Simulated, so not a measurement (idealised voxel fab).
process module | voxel ribs on slabs
cross-section cut | 190 nm wide | cells 5 nm
A cross-section is a grid of square cells, given in bands from the top down. A band is one or more rows of cells.
Each band's line starts with the height of the band's top and of its bottom, in nm. Then come its materials from left to right, each with its width in nm. One material with "throughout" fills the band from edge to edge. "air" is empty space.
Height 0 is the level under which the wafer as received is all one material. The lowest band goes on downwards, as in "0 down".
A width such as "30 to 40" changes by the same amount from each row of cells to the next, from the band's top row to its bottom row.
"no change" after a step means that no cell of the cross-section changed.
closed voids: empty space of 8 cells or more with no open way to the top, each as width x height at its distance from the left edge, in nm
after a step's settings: what the simulator itself notes on the step
overlay nm, on a step with a mask: how far to the right of its planned place the mask lay; to the left if negative
plan
1 op RECEIVE | material Si
2 op DIRECTIONAL_DEP | material SiO2 | thk nm 30
3 op DIRECTIONAL_DEP | material polySi | thk nm 20
4 op PATTERN | tone cover | mask id RIB | material resist | width nm 30 | thk nm 20 | overlay nm 0
5 op DIRECTIONAL_ETCH | etch materials polySi | depth nm 15
6 op STRIP | etch materials resist
7 op PATTERN | tone cover | mask id SLAB | material resist | width nm 80 | thk nm 15 | overlay nm 0
8 op DIRECTIONAL_ETCH | etch materials polySi | depth nm 5
9 op STRIP | etch materials resist
10 op FILL_DEP | material SiO2 | thk nm 20
11 op CMP | height nm 60
12 op DIRECTIONAL_DEP | material W | thk nm 5
13 op MASKED_ETCH | tone cover | mask id HEATER | width nm 40 | etch materials W | depth nm 5 | overlay nm 0
14 op CONFORMAL_DEP | material SiO2 | thk nm 5
first wafer, as planned
as received, after step 1
  0 down: Si throughout
  closed voids: none
after step 2
  30 to 0: SiO2 throughout
  below 0: unchanged
after step 3
  50 to 30: polySi throughout
  below 30: unchanged
after step 4
  70 to 50: air 80 | resist 30 | air 80
  below 50: unchanged
after step 5
  70 to 50: air 80 | resist 30 | air 80
  50 to 35: air 80 | polySi 30 | air 80
  below 35: unchanged
after step 6
  50 to 35: air 80 | polySi 30 | air 80
  below 35: unchanged
after step 7
  65 to 50: air 55 | resist 80 | air 55
  50 to 35: air 55 | resist 25 | polySi 30 | resist 25 | air 55
  below 35: unchanged
after step 8
  65 to 50: air 55 | resist 80 | air 55
  50 to 35: air 55 | resist 25 | polySi 30 | resist 25 | air 55
  35 to 30: air 55 | polySi 80 | air 55
  below 30: unchanged
after step 9
  50 to 35: air 80 | polySi 30 | air 80
  below 35: unchanged
after step 10
  70 to 50: SiO2 throughout
  50 to 35: SiO2 80 | polySi 30 | SiO2 80
  35 to 30: SiO2 55 | polySi 80 | SiO2 55
  below 30: unchanged
after step 11
  60 to 50: SiO2 throughout
  below 50: unchanged
after step 12
  65 to 60: W throughout
  below 60: unchanged
after step 13
  65 to 60: air 75 | W 40 | air 75
  below 60: unchanged
after step 14
  70 to 65: air 70 | SiO2 50 | air 70
  65 to 60: SiO2 75 | W 40 | SiO2 75
  below 60: unchanged
second wafer: like start, like plan, one mistake. Through step 6 it matches the first wafer
when step 7 should have ended
  65 to 50: resist 55 | air 80 | resist 55
  50 to 35: resist 55 | air 25 | polySi 30 | air 25 | resist 55
  below 35: unchanged
when step 8 should have ended
  65 to 45: resist 55 | air 80 | resist 55
  45 to 35: resist 55 | air 25 | polySi 30 | air 25 | resist 55
  35 to 30: polySi 55 | air 25 | polySi 30 | air 25 | polySi 55
  below 30: unchanged
when step 9 should have ended
  45 to 35: air 80 | polySi 30 | air 80
  below 35: unchanged
when step 10 should have ended
  65 to 45: SiO2 throughout
  45 to 35: SiO2 80 | polySi 30 | SiO2 80
  35 to 30: polySi 55 | SiO2 25 | polySi 30 | SiO2 25 | polySi 55
  below 30: unchanged
when step 11 should have ended
  60 to 45: SiO2 throughout
  below 45: unchanged
when step 12 should have ended
  65 to 60: W throughout
  below 60: unchanged
when step 13 should have ended
  65 to 60: air 75 | W 40 | air 75
  below 60: unchanged
when step 14 should have ended
  70 to 65: air 70 | SiO2 50 | air 70
  65 to 60: SiO2 75 | W 40 | SiO2 75
  below 60: unchanged
what went wrong: step 7 ran as: op PATTERN | tone open | mask id SLAB | material resist | width nm 80 | thk nm 15 | overlay nm 0
at the end the second wafer has, in cells: 6 fewer of SiO2 | 6 more of polySi
